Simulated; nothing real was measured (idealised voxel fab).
process module | voxel capacitor over wiring
cross-section cut | 180 nm wide | cells 5 nm
A cross-section is a grid of square cells, given in bands from the top down. A band is one or more rows of cells.
Each band's line starts with the height of the band's top and of its bottom, in nm. Then come its materials from left to right, each with its width in nm. One material with "throughout" fills the band from edge to edge. "air" is empty space.
Height 0 is the level under which the wafer as received is all one material. The lowest band goes on downwards, as in "0 down".
A width such as "30 to 40" changes by the same amount from each row of cells to the next, from the band's top row to its bottom row.
"no change" after a step means that no cell of the cross-section changed.
closed voids: empty space of 8 cells or more with no open way to the top, each as width x height at its distance from the left edge, in nm
after a step's settings: what the simulator itself notes on the step
overlay nm, on a step with a mask: how far to the right of its planned place the mask lay; to the left if negative
plan
1 op RECEIVE | material Si
2 op CONFORMAL_DEP | material SiO2 | thk nm 15
3 op CONFORMAL_DEP | material SiN | thk nm 5
4 op DIRECTIONAL_DEP | material lowk | thk nm 15
5 op PATTERN | tone open | mask id METAL_1 | material resist | width nm 30 | pitch nm 85 | thk nm 20 | overlay nm 0
6 op DIRECTIONAL_ETCH | etch materials lowk | depth nm 15
7 op DIRECTIONAL_ETCH | etch materials SiN | depth nm 5
8 op STRIP | etch materials resist
9 op CONFORMAL_DEP | material TiN | thk nm 5
10 op FILL_DEP | material Ru | thk nm 10
11 op CMP | height nm 35
12 op CONFORMAL_DEP | material SiCN | thk nm 5
13 op DIRECTIONAL_DEP | material lowk | thk nm 15
14 op DIRECTIONAL_DEP | material aC | thk nm 10
15 op PATTERN | tone open | mask id PLUG_1 | material resist | width nm 15 | thk nm 25 | overlay nm 0
16 op DIRECTIONAL_ETCH | etch materials aC | depth nm 10
17 op STRIP | etch materials resist
18 op DIRECTIONAL_ETCH | etch materials lowk | depth nm 15
19 op DIRECTIONAL_ETCH | etch materials SiCN | depth nm 5
20 op STRIP | etch materials aC
21 op CONFORMAL_DEP | material TiN | thk nm 5
22 op FILL_DEP | material W | thk nm 10
23 op CMP | height nm 55
24 op DIRECTIONAL_DEP | material TiN | thk nm 5
25 op DIRECTIONAL_DEP | material Al2O3 | thk nm 5
26 op DIRECTIONAL_DEP | material TiN | thk nm 10
27 op PATTERN | tone cover | mask id UPPER_PLATE | material resist | width nm 60 | thk nm 15 | overlay nm 0
28 op DIRECTIONAL_ETCH | etch materials TiN | depth nm 10
29 op DIRECTIONAL_ETCH | etch materials Al2O3 | depth nm 5
30 op STRIP | etch materials resist
31 op MASKED_ETCH | tone cover | mask id LOWER_PLATE | width nm 70 | etch materials TiN | depth nm 5 | overlay nm 0
32 op FILL_DEP | material SiO2 | thk nm 20
33 op CMP | height nm 90
34 op MASKED_ETCH | tone open | mask id PLUG_2 | width nm 15 | etch materials SiO2 | depth nm 15 | overlay nm 0
35 op CONFORMAL_DEP | material TiN | thk nm 5
36 op FILL_DEP | material W | thk nm 10
37 op CMP | height nm 90
38 op CONFORMAL_DEP | material SiN | thk nm 5
as received, after step 1
  0 down: Si throughout
  closed voids: none
a wafer at the end: this start, this plan, one mistake
  95 to 90: SiN throughout
  90 to 75: W throughout
  75 to 65: W 45 | TiN 60 | W 75
  65 to 60: W 45 | Al2O3 60 | W 75
  60 to 55: W 40 | TiN 70 | W 70
  55 to 40: lowk 45 | TiN 5 | W 5 | TiN 5 | lowk 120
  40 to 35: SiCN 45 | TiN 15 | SiCN 120
  35 to 20: lowk 30 | TiN 5 | Ru 20 | TiN 5 | lowk 55 | TiN 5 | Ru 20 | TiN 5 | lowk 35
  20 to 15: SiN 30 | TiN 30 | SiN 55 | TiN 30 | SiN 35
  15 to 0: SiO2 throughout
  0 down: Si throughout
  closed voids: none
what went wrong: step 32 ran as: op FILL_DEP | material W | thk nm 20
